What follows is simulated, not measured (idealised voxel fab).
This section sets out a process module, namely voxel plated lines.
Square cell edge 5 nm, section width 225 nm, ID cut.
How to read a cross-section here: the picture is a grid of square cells, written as bands going from the top down, and any band can span one or more rows of cells.
Per band: top height and bottom height in nm, followed by the left-to-right materials and their widths in nm; "throughout" marks a single material spanning edge to edge, "blank" marks empty space.
Ref level 0: as-received wafer is one material below here. Bottom band extends down with no lower bound ("0 -> down").
A two-number width, for instance "30..40", indicates that the width is equal to the first number in the top row of the band and to the second number in the bottom row, and that it changes by a constant amount per row of cells.
You'll sometimes find "no modification" written for a step, and that's the way of saying that nowhere in the cross-section did a cell change during that step.
The entry "Enclosed void inventory" lists the empty spaces that cover at least 8 cells and have no open path to the top. Each is written as width x height at distance, where the distance is measured from the left edge and all three values are in nm.
after a step's settings: what the simulator itself notes on the step
Steps that use a mask can have "overlay nm" on their line. It says how far the mask sat to the right of where it was meant to be. Negative means to the left.
-- The process steps that were planned are listed below
| 1 | op RECEIVE | material Si |
| 2 | op CONFORMAL_DEP | material SiN | thk nm 10 |
| 3 | op DIRECTIONAL_DEP | material TiN | thk nm 5 |
| 4 | op PATTERN | tone open | mask id LINES | material resist | width nm 20 | pitch nm 45 | thk nm 40 | overlay nm 0 |
| 5 | op EPI | material Ru | thk nm 5 |
| 6 | op EPI | material Ru | thk nm 10 |
| 7 | op EPI | material Ru | thk nm 5 |
| 8 | op STRIP | etch materials resist |
| 9 | op DIRECTIONAL_ETCH | etch materials TiN | depth nm 5 |
| 10 | op CONFORMAL_DEP | material SiO2 | thk nm 10 |
Split variable: width nm, step 4. Plan value = first wafer. Wafers start alike.
-- Cross-section of the first of several received wafers, showing its state after step 1
- 0 -> down | Si throughout
- Enclosed void inventory: none
-- Last step of the module is step 10; after it, the first of several wafers in cross-section
- 45 -> 35 | blank: 70  SiO2: 40  blank: 5  SiO2: 40  blank: 70
- 35 -> 20 | blank: 70  SiO2: 10  Ru: 20  SiO2: 10  blank: 5  SiO2: 10  Ru: 20  SiO2: 10  blank: 70
- 20 -> 15 | SiO2: 80  Ru: 20  SiO2: 25  Ru: 20  SiO2: 80
- 15 -> 10 | SiO2: 80  TiN: 20  SiO2: 25  TiN: 20  SiO2: 80
- 10 -> 0 | SiN throughout
- 0 -> down | Si throughout
- Enclosed void inventory: none
-- At the end of the module, the last of several wafers in cross-section
- 45 -> 35 | blank: 65  SiO2: 95  blank: 65
- 35 -> 20 | blank: 65  SiO2: 10  Ru: 30  SiO2: 15  Ru: 30  SiO2: 10  blank: 65
- 20 -> 15 | SiO2: 75  Ru: 30  SiO2: 15  Ru: 30  SiO2: 75
- 15 -> 10 | SiO2: 75  TiN: 30  SiO2: 15  TiN: 30  SiO2: 75
- 10 -> 0 | SiN throughout
- 0 -> down | Si throughout
- Enclosed void inventory: none
-- The table below has one row for each wafer; a row shows, as of the end of the module, how many cells of each material the wafer has gained, marked (+), or lost, marked (-), since it was received, and then the wafer's closed voids
width nm 20 | +32 Ru | +90 SiN | +130 SiO2 | +8 TiN | Enclosed void inventory: none
width nm 25 | +40 Ru | +90 SiN | +130 SiO2 | +10 TiN | Enclosed void inventory: none
width nm 30 | +48 Ru | +90 SiN | +125 SiO2 | +12 TiN | Enclosed void inventory: none
